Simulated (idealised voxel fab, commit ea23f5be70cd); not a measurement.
This section sets out a process module, namely voxel ribs on slabs.
It is cross-section cut that appears here, measuring 175 nm in width, its square cells being 5 nm in size.
Square cells in a grid make up a cross-section in this document, and the grid is given as bands, listed from the top down, each one or more rows of cells.
For a band, the entry starts with two heights in nm, that of the top and then that of the bottom, and carries on with the band's materials in order from left to right, each alongside its width in nm; the word "full width" beside a single material means it fills the band edge to edge, and "empty" means empty space.
Where do heights start? At 0: under that level the wafer as delivered is made of one material only. And the lowest band has no floor; it just carries on downward, as in "0..down".
The notation "30..40" denotes a width that varies across the rows of cells in the band, beginning at the first number in the top row, finishing at the second number in the bottom row, and changing by an identical amount from each row to the next.
The cross-section has no changed cell in any step marked "nothing got changed".
Under "Closed void entries" you'll find the enclosed gaps, the ones with no way out to the top, that are 8 cells or bigger; each reads width x height at distance, with distance counted from the left edge, everything in nm.
Post-settings text on a step line: simulator's own remark regarding the step.
overlay nm: for a step with a mask, the amount by which the mask lay right of where it was planned; a negative amount means left of it.
Planned step list for the process:
step 1: RECEIVE: material Si
step 2: DIRECTIONAL_DEP: material SiO2, thk nm 30
step 3: DIRECTIONAL_DEP: material SiN, thk nm 20
step 4: PATTERN: tone cover, mask id RIB, material resist, width nm 20, thk nm 20, overlay nm 0
step 5: DIRECTIONAL_ETCH: etch materials SiN, depth nm 15
step 6: STRIP: etch materials resist
step 7: PATTERN: tone cover, mask id SLAB, material resist, width nm 60, thk nm 20, overlay nm 0
step 8: DIRECTIONAL_ETCH: etch materials SiN, depth nm 5
step 9: STRIP: etch materials resist
step 10: FILL_DEP: material SiO2, thk nm 15
step 11: CMP: height nm 60
step 12: DIRECTIONAL_DEP: material TiN, thk nm 10
step 13: DIRECTIONAL_DEP: material aC, thk nm 5
step 14: PATTERN: tone cover, mask id HEATER, material resist, width nm 30, thk nm 25, overlay nm 0
step 15: DIRECTIONAL_ETCH: etch materials aC, depth nm 10
step 16: STRIP: etch materials resist
step 17: DIRECTIONAL_ETCH: etch materials TiN, depth nm 10
step 18: STRIP: etch materials aC
step 19: CONFORMAL_DEP: material SiN, thk nm 5
All wafers enter the flow in the same state. The thk nm at step 13 differs from wafer to wafer, and the plan gives the value for the first wafer.
Incoming state of the first of several wafers in cross-section: after step 1:
  0..down | Si full width
  Closed void entries: none
Table: wafers, a row each; end-of-module cell change per material since receipt, gain (+), loss (-); then closed voids:
thk nm 5, +63 SiN, +396 SiO2, +12 TiN, Closed void entries: none
thk nm 10, +63 SiN, +396 SiO2, +12 TiN, Closed void entries: none
thk nm 15, +59 SiN, +396 SiO2, +70 TiN, Closed void entries: none
thk nm 20, +59 SiN, +396 SiO2, +70 TiN, Closed void entries: none
thk nm 25, +59 SiN, +396 SiO2, +70 TiN, Closed void entries: none
